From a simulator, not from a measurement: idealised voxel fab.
This section sets out a process module, namely voxel trench capacitor.
Cross-section cut spans 245 nm and uses square cells 5 nm in size.
Notation: cross-section as square-cell grid; stated in bands, top first, going down; one or more cell rows per band.
First you get the band's top height and its bottom height, in nm, and then the materials it's made of, left to right, with each width in nm. If you see a single material with "throughout", that one covers the band edge to edge. "empty" is empty space.
A quick word on heights: they are counted from 0, and under that level the wafer as it came to us is one material throughout. The lowest band is different from the rest in having no bottom; it simply continues downward, written as in "0..down".
Width spec "30..40" -> top row of cells at first value, bottom row at second value, equal per-row change in between.
A step reported as "identical to before" is a step in which no cell of the cross-section changed.
"Sealed cavities" lists enclosed empty spaces (at least 8 cells, no open path upward to the top), each as width x height at distance from the left edge, in nm.
Whatever follows a step's settings on its line is a remark the simulator itself makes about that step.
Each step line may optionally specify "overlay nm", which for a step with a mask gives the rightward distance between the mask's planned place and where it lay, a negative value indicating the leftward direction.

Process steps (planned):
1 RECEIVE (material Si)
2 CONFORMAL_DEP (material SiN; thk nm 5)
3 PATTERN (tone open; mask id TRENCH; material resist; width nm 25; pitch nm 40; thk nm 20; overlay nm 0)
4 DIRECTIONAL_ETCH (etch materials SiN; depth nm 5)
5 DIRECTIONAL_ETCH (etch materials Si; depth nm 40)
6 STRIP (etch materials resist)
7 CONFORMAL_DEP (material Al2O3; thk nm 5)
8 CONFORMAL_DEP (material TiN; thk nm 5)
9 FILL_DEP (material W; thk nm 10)
10 CMP (height nm 5)

Cross-section of the incoming wafer, state after step 1:
    0..down: Si throughout
    Sealed cavities: none

Below is the wafer in cross-section after the module was completed. It began from the starting point shown above and followed the plan shown above, except that one mistake was made while running it:
    5..0: SiN 70 nm  Al2O3 5 nm  TiN 5 nm  W 5 nm  TiN 5 nm  Al2O3 5 nm  SiN 15 nm  Al2O3 5 nm  TiN 5 nm  W 5 nm  TiN 5 nm  Al2O3 5 nm  SiN 15 nm  Al2O3 5 nm  TiN 5 nm  W 5 nm  TiN 5 nm  Al2O3 5 nm  SiN 70 nm
    0..-70: Si 70 nm  Al2O3 5 nm  TiN 5 nm  W 5 nm  TiN 5 nm  Al2O3 5 nm  Si 15 nm  Al2O3 5 nm  TiN 5 nm  W 5 nm  TiN 5 nm  Al2O3 5 nm  Si 15 nm  Al2O3 5 nm  TiN 5 nm  W 5 nm  TiN 5 nm  Al2O3 5 nm  Si 70 nm
    -70..-75: Si 70 nm  Al2O3 5 nm  TiN 15 nm  Al2O3 5 nm  Si 15 nm  Al2O3 5 nm  TiN 15 nm  Al2O3 5 nm  Si 15 nm  Al2O3 5 nm  TiN 15 nm  Al2O3 5 nm  Si 70 nm
    -75..-80: Si 70 nm  Al2O3 25 nm  Si 15 nm  Al2O3 25 nm  Si 15 nm  Al2O3 25 nm  Si 70 nm
    -80..down: Si throughout
    Sealed cavities: none
What went wrong in running the wafer? yeah, plan step 5 got run twice
